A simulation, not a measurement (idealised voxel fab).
This is a process module. Its name is voxel self aligned contacts.
Each square cell in cross-section cut measures 5 nm, and the section as a whole is 295 nm wide.
A cross-section is written here as square cells arranged in a grid, and it is given in bands from the top down, each band taking up one or more rows of cells. Each band's line starts with the height of the band's top and of its bottom, in nm. Then come its materials from left to right, each with its width in nm. One material with "all across" fills the band from edge to edge. "air" is empty space. The level at which height equals 0 is the one under which the wafer, as it arrives, is entirely one material. No lower edge exists for the bottom band, which continues downward and is notated as in "top 0, no bottom". The expression "30->40" gives the width at the extremes of the band, the first number at its top row of cells and the second at its bottom row, with the width changing by equal amounts from each row to the next in between. When a step is marked "nothing different", none of the cells in the cross-section changed during that step. So "Enclosed cavity list" is basically the list of trapped voids: any empty space of 8 cells or more that can't reach the top through an opening. They're written width x height at distance, the distance being from the left edge, and it's all nm. On a step's line, text after the settings is the simulator commenting on that step. The line of a step may include "overlay nm". On a step with a mask, this value is how far to the right of its planned place the mask lay. A negative value means the mask lay to the left.
[Steps in the process plan]
1: RECEIVE | material Si
2: OXIDIZE | depth nm 5
3: DIRECTIONAL_DEP | material polySi | thk nm 30
4: DIRECTIONAL_DEP | material SiN | thk nm 20
5: DIRECTIONAL_DEP | material aC | thk nm 10
6: PATTERN | tone cover | mask id GATE | material resist | width nm 15 | pitch nm 50 | thk nm 25 | overlay nm 0
7: DIRECTIONAL_ETCH | etch materials aC | depth nm 10
8: STRIP | etch materials resist
9: DIRECTIONAL_ETCH | etch materials SiN | depth nm 20
10: DIRECTIONAL_ETCH | etch materials polySi | depth nm 30
11: STRIP | etch materials aC
12: CONFORMAL_DEP | material SiN | thk nm 5
13: DIRECTIONAL_ETCH | etch materials SiN | depth nm 5
14: FILL_DEP | material SiO2 | thk nm 15
15: CMP | height nm 60
16: DIRECTIONAL_DEP | material aC | thk nm 15
17: PATTERN | tone open | mask id CONTACT | material resist | width nm 35 | pitch nm 50 | thk nm 30 | overlay nm 0
18: DIRECTIONAL_ETCH | etch materials aC | depth nm 15
19: STRIP | etch materials resist
20: DIRECTIONAL_ETCH | etch materials SiO2 | depth nm 65
21: STRIP | etch materials aC
22: CONFORMAL_DEP | material TiN | thk nm 5
23: FILL_DEP | material Ru | thk nm 5
24: CMP | height nm 60
25: CONFORMAL_DEP | material SiN | thk nm 5
The value of width nm given for step 6 in the plan refers to the first wafer; the wafers vary in this setting and are alike at the start.
[Incoming state of the first of several wafers in cross-section: after step 1]
- top 0, no bottom | Si all across
- Enclosed cavity list: none
[At the end of the module, after its last step, step 25, the first of several wafers appears in cross-section as follows]
- top 65, bottom 60 | SiN all across
- top 60, bottom 50 | SiO2 105 nm / TiN 5->10 nm / Ru 25->15 nm / TiN 5->10 nm / SiO2 15 nm / TiN 5->10 nm / Ru 25->15 nm / TiN 5->10 nm / SiO2 105 nm
- top 50, bottom 30 | SiO2 85 nm / SiN 25 nm / TiN 5 nm / Ru 15 nm / TiN 5 nm / SiN 25 nm / TiN 5 nm / Ru 15 nm / TiN 5 nm / SiN 25 nm / SiO2 85 nm
- top 30, bottom 0 | SiO2 85 nm / SiN 5 nm / polySi 15 nm / SiN 5 nm / TiN 5 nm / Ru 15 nm / TiN 5 nm / SiN 5 nm / polySi 15 nm / SiN 5 nm / TiN 5 nm / Ru 15 nm / TiN 5 nm / SiN 5 nm / polySi 15 nm / SiN 5 nm / SiO2 85 nm
- top 0, bottom -5 | SiO2 110 nm / TiN 25 nm / SiO2 25 nm / TiN 25 nm / SiO2 110 nm
- top -5, no bottom | Si all across
- Enclosed cavity list: none
[End of module, last wafer sectioned]
- top 65, bottom 60 | SiN all across
- top 60, bottom 55 | SiO2 105 nm / TiN 5 nm / Ru 25 nm / TiN 5 nm / SiO2 15 nm / TiN 5 nm / Ru 25 nm / TiN 5 nm / SiO2 105 nm
- top 55, bottom 50 | SiO2 105 nm / TiN 35 nm / SiO2 15 nm / TiN 35 nm / SiO2 105 nm
- top 50, bottom 30 | SiO2 75 nm / SiN 45 nm / TiN 5 nm / SiN 45 nm / TiN 5 nm / SiN 45 nm / SiO2 75 nm
- top 30, bottom 0 | SiO2 75 nm / SiN 5 nm / polySi 35 nm / SiN 5 nm / TiN 5 nm / SiN 5 nm / polySi 35 nm / SiN 5 nm / TiN 5 nm / SiN 5 nm / polySi 35 nm / SiN 5 nm / SiO2 75 nm
- top 0, bottom -5 | SiO2 120 nm / TiN 5 nm / SiO2 45 nm / TiN 5 nm / SiO2 120 nm
- top -5, no bottom | Si all across
- Enclosed cavity list: none
[Every row in this table is a wafer at the end of the module, and it gives, for each of the materials, the cells that wafer has gained (+) or lost (-) since it was received, then its closed voids]
width nm 15 | +76 Ru | -59 Si | +155 SiN | +479 SiO2 | +62 TiN | +54 polySi | Enclosed cavity list: none
width nm 20 | +54 Ru | -59 Si | +167 SiN | +471 SiO2 | +62 TiN | +72 polySi | Enclosed cavity list: none
width nm 25 | +32 Ru | -59 Si | +179 SiN | +463 SiO2 | +62 TiN | +90 polySi | Enclosed cavity list: none
width nm 30 | +10 Ru | -59 Si | +191 SiN | +455 SiO2 | +62 TiN | +108 polySi | Enclosed cavity list: none
width nm 35 | +10 Ru | -59 Si | +203 SiN | +447 SiO2 | +40 TiN | +126 polySi | Enclosed cavity list: none
